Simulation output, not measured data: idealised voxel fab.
The document below concerns the process module designated voxel self aligned vias.
Displayed cross-section: cut, width of 270 nm, square cells sized 5 nm.
Cross-section layout: square cells on a grid; listed as bands, top to bottom; a band spans one or more cell rows. Look at the band entry: it leads with the top's height and the bottom's height in nm. Then it lists the materials left to right, with a width in nm for each. The word "full width" on a single material says that material fills the band edge to edge. The word "air" is empty space. Where do heights start? At 0: under that level the wafer as delivered is made of one material only. And the lowest band has no floor; it just carries on downward, as in "0 down". Graded width ("30..40"): value in top row of band = first number; value in bottom row = second number; row-to-row change constant. Reading "nothing changed" for a step: not a cell of the cross-section changed in it. "Closed void catalog" enumerates empty spaces isolated from the top, with no open way to it, that contain at least 8 cells, giving each as width x height at distance from the left edge, all three in nm. What comes after the settings on a step's line is commentary from the simulator itself on that step. A step line may carry the setting "overlay nm", which, for steps involving a mask, states the distance by which the mask lay to the right of its intended position; negative values denote displacement to the left.
So here's the lineup of process steps we planned
- 1: op RECEIVE | material Si
- 2: op CONFORMAL_DEP | material SiO2 | thk nm 15
- 3: op CONFORMAL_DEP | material SiCN | thk nm 5
- 4: op DIRECTIONAL_DEP | material SiO2 | thk nm 30
- 5: op DIRECTIONAL_DEP | material aC | thk nm 10
- 6: op PATTERN | tone open | mask id LINES | material resist | width nm 30 | pitch nm 65 | thk nm 30 | overlay nm 0
- 7: op DIRECTIONAL_ETCH | etch materials aC | depth nm 10
- 8: op STRIP | etch materials resist
- 9: op DIRECTIONAL_ETCH | etch materials SiO2 | depth nm 30
- 10: op STRIP | etch materials aC
- 11: op CONFORMAL_DEP | material TiN | thk nm 5
- 12: op FILL_DEP | material W | thk nm 5
- 13: op CMP | height nm 50
- 14: op SELECTIVE_ETCH | etch materials W Ru TiN | depth nm 5
- 15: op FILL_DEP | material SiN | thk nm 5
- 16: op CMP | height nm 50
- 17: op DIRECTIONAL_DEP | material SiO2 | thk nm 15
- 18: op MASKED_ETCH | tone open | mask id VIAS | width nm 40 | pitch nm 65 | etch materials SiO2 | depth nm 15 | overlay nm 0
- 19: op MASKED_ETCH | tone open | mask id VIAS | width nm 40 | pitch nm 65 | etch materials SiN | depth nm 5 | overlay nm 0
- 20: op CONFORMAL_DEP | material TiN | thk nm 5
- 21: op FILL_DEP | material W | thk nm 5
- 22: op CMP | height nm 65
- 23: op CONFORMAL_DEP | material SiN | thk nm 5
Cross-section of the wafer as it came to us, i.e., already through step 1
  0 down = Si full width
  Closed void catalog: none
First of two wafers at the end of the module, shown in cross-section; run carried out as planned
  70 to 65 = SiN full width
  65 to 55 = 50 of SiO2, 5 of TiN, 30 of W, 5 of TiN, 25 of SiO2, 5 of TiN, 30 of W, 5 of TiN, 25 of SiO2, 5 of TiN, 30 of W, 5 of TiN, 50 of SiO2
  55 to 50 = 50 of SiO2, 10 of TiN, 20 of W, 10 of TiN, 25 of SiO2, 10 of TiN, 20 of W, 10 of TiN, 25 of SiO2, 10 of TiN, 20 of W, 10 of TiN, 50 of SiO2
  50 to 45 = 55 of SiO2, 30 of TiN, 35 of SiO2, 30 of TiN, 35 of SiO2, 30 of TiN, 55 of SiO2
  45 to 25 = 55 of SiO2, 5 of TiN, 20 of W, 5 of TiN, 35 of SiO2, 5 of TiN, 20 of W, 5 of TiN, 35 of SiO2, 5 of TiN, 20 of W, 5 of TiN, 55 of SiO2
  25 to 20 = 55 of SiO2, 30 of TiN, 35 of SiO2, 30 of TiN, 35 of SiO2, 30 of TiN, 55 of SiO2
  20 to 15 = SiCN full width
  15 to 0 = SiO2 full width
  0 down = Si full width
  Closed void catalog: none
Cross-sectional view of the second of two wafers upon completion of the module. This wafer shared its starting condition and process plan with the first; one error was made during its execution
  70 to 65 = SiN full width
  65 to 50 = 50 of SiO2, 5 of TiN, 30 of SiO2, 5 of TiN, 25 of SiO2, 5 of TiN, 30 of SiO2, 5 of TiN, 25 of SiO2, 5 of TiN, 30 of SiO2, 5 of TiN, 50 of SiO2
  50 to 45 = 55 of SiO2, 30 of SiN, 35 of SiO2, 30 of SiN, 35 of SiO2, 30 of SiN, 55 of SiO2
  45 to 25 = 55 of SiO2, 5 of TiN, 20 of W, 5 of TiN, 35 of SiO2, 5 of TiN, 20 of W, 5 of TiN, 35 of SiO2, 5 of TiN, 20 of W, 5 of TiN, 55 of SiO2
  25 to 20 = 55 of SiO2, 30 of TiN, 35 of SiO2, 30 of TiN, 35 of SiO2, 30 of TiN, 55 of SiO2
  20 to 15 = SiCN full width
  15 to 0 = SiO2 full width
  0 down = Si full width
  Closed void catalog: none
Diagnosis: plan vs actual: 17 and 18 interchanged
End check, counted in cells, second wafer has more or fewer of these materials than the first: 18 more of SiN | 54 more of SiO2 | 24 fewer of TiN | 48 fewer of W
